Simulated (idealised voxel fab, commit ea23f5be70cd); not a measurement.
You're looking at the process module voxel ribs on slabs.
190 nm wide, 5 nm square cells: that's cross-section cut.
Think of the cross-section as a grid of square cells. We describe it in bands, top to bottom, and each band covers one or more rows of those cells. First you get the band's top height and its bottom height, in nm, and then the materials it's made of, left to right, with each width in nm. If you see a single material with "everywhere", that one covers the band edge to edge. "blank" is empty space. Basically, 0 is our baseline, since under it the wafer straight out of the box is all one material. The bottom band has no lower end and keeps on going down, so it looks like "z 0 and below". It should be noted that a width expressed as "30 to 40" varies in equal increments from row to row of cells within the band, taking the value of the first number at the top row and that of the second number at the bottom row. Where the words "left unchanged" appear for a step, the cross-section shows no cell changed by that step; every cell remained as before. Entry "Enclosed void catalog". Content: empty spaces with no open connection to the top, size 8 cells or greater. Each: width x height at distance. Distance: from left edge. Unit: nm. The remark found on a step's line after its settings is issued by the simulator itself and pertains to that step. Among the settings permitted on a step's line is "overlay nm"; applied to a step with a mask, it specifies the extent to which the mask lay to the right of its planned position, whereas a negative figure signifies a position to the left.

**Process steps - plan**
- 1: RECEIVE,material Si
- 2: DIRECTIONAL_DEP,material SiO2,thk nm 20
- 3: DIRECTIONAL_DEP,material polySi,thk nm 25
- 4: DIRECTIONAL_DEP,material aC,thk nm 10
- 5: PATTERN,tone cover,mask id RIB,material resist,width nm 25,thk nm 25,overlay nm 0
- 6: DIRECTIONAL_ETCH,etch materials aC,depth nm 10
- 7: STRIP,etch materials resist
- 8: DIRECTIONAL_ETCH,etch materials polySi,depth nm 10
- 9: STRIP,etch materials aC
- 10: PATTERN,tone cover,mask id SLAB,material resist,width nm 75,thk nm 20,overlay nm 0
- 11: DIRECTIONAL_ETCH,etch materials polySi,depth nm 15
- 12: STRIP,etch materials resist
- 13: FILL_DEP,material SiO2,thk nm 25
- 14: CMP,height nm 65
- 15: DIRECTIONAL_DEP,material W,thk nm 5
- 16: MASKED_ETCH,tone cover,mask id HEATER,width nm 35,etch materials W,depth nm 5,overlay nm 0
- 17: CONFORMAL_DEP,material SiN,thk nm 5

**First of two wafers - as planned**

**As received (post step 1): cross-section**
	z 0 and below  Si everywhere
	Enclosed void catalog: none

**You're looking at a cross-section of the wafer after step 2**
	z 20 to 0  SiO2 everywhere
	Below 0, no change.

**You're looking at a cross-section of the wafer after step 3**
	z 45 to 20  polySi everywhere
	Below 20, no change.

**You're looking at a cross-section of the wafer after step 4**
	z 55 to 45  aC everywhere
	Below 45, no change.

**You're looking at a cross-section of the wafer after step 5**
	z 80 to 55  blank 80, then resist 25, then blank 85
	Below 55, no change.

**You're looking at a cross-section of the wafer after step 6**
	z 70 to 55  blank 80, then resist 25, then blank 85
	z 55 to 45  blank 80, then aC 25, then blank 85
	Below 45, no change.

**You're looking at a cross-section of the wafer after step 7**
	z 55 to 45  blank 80, then aC 25, then blank 85
	Below 45, no change.

**You're looking at a cross-section of the wafer after step 8**
	z 55 to 45  blank 80, then aC 25, then blank 85
	z 45 to 35  blank 80, then polySi 25, then blank 85
	Below 35, no change.

**You're looking at a cross-section of the wafer after step 9**
	z 45 to 35  blank 80, then polySi 25, then blank 85
	Below 35, no change.

**You're looking at a cross-section of the wafer after step 10**
	z 65 to 45  blank 55, then resist 75, then blank 60
	z 45 to 35  blank 55, then resist 25, then polySi 25, then resist 25, then blank 60
	Below 35, no change.

**You're looking at a cross-section of the wafer after step 11**
	z 65 to 45  blank 55, then resist 75, then blank 60
	z 45 to 35  blank 55, then resist 25, then polySi 25, then resist 25, then blank 60
	z 35 to 20  blank 55, then polySi 75, then blank 60
	Below 20, no change.

**You're looking at a cross-section of the wafer after step 12**
	z 45 to 35  blank 80, then polySi 25, then blank 85
	Below 35, no change.

**You're looking at a cross-section of the wafer after step 13**
	z 70 to 45  SiO2 everywhere
	z 45 to 35  SiO2 80, then polySi 25, then SiO2 85
	z 35 to 20  SiO2 55, then polySi 75, then SiO2 60
	Below 20, no change.

**You're looking at a cross-section of the wafer after step 14**
	z 65 to 45  SiO2 everywhere
	Below 45, no change.

**You're looking at a cross-section of the wafer after step 15**
	z 70 to 65  W everywhere
	Below 65, no change.

**You're looking at a cross-section of the wafer after step 16**
	z 70 to 65  blank 75, then W 35, then blank 80
	Below 65, no change.

**You're looking at a cross-section of the wafer after step 17**
	z 75 to 70  blank 70, then SiN 45, then blank 75
	z 70 to 65  SiN 75, then W 35, then SiN 80
	Below 65, no change.

**Here the second wafer is described. Its start and its plan were those of the first wafer. Its run contained one mistake. Up to and including step 15, it did exactly what the first wafer did**

**At the planned end of step 16, the second wafer in cross-section**
	z 70 to 65  W 75, then blank 35, then W 80
	Below 65, no change.

**At the planned end of step 17, the second wafer in cross-section**
	z 75 to 70  SiN 80, then blank 25, then SiN 85
	z 70 to 65  W 75, then SiN 35, then W 80
	Below 65, no change.
Processing error: planned and actual differ for step 16; actual: MASKED_ETCH,tone open,mask id HEATER,width nm 35,etch materials W,depth nm 5,overlay nm 0
Once processing is complete, comparing cell counts shows that the second wafer has more or fewer of certain materials than the first: W: 24 more
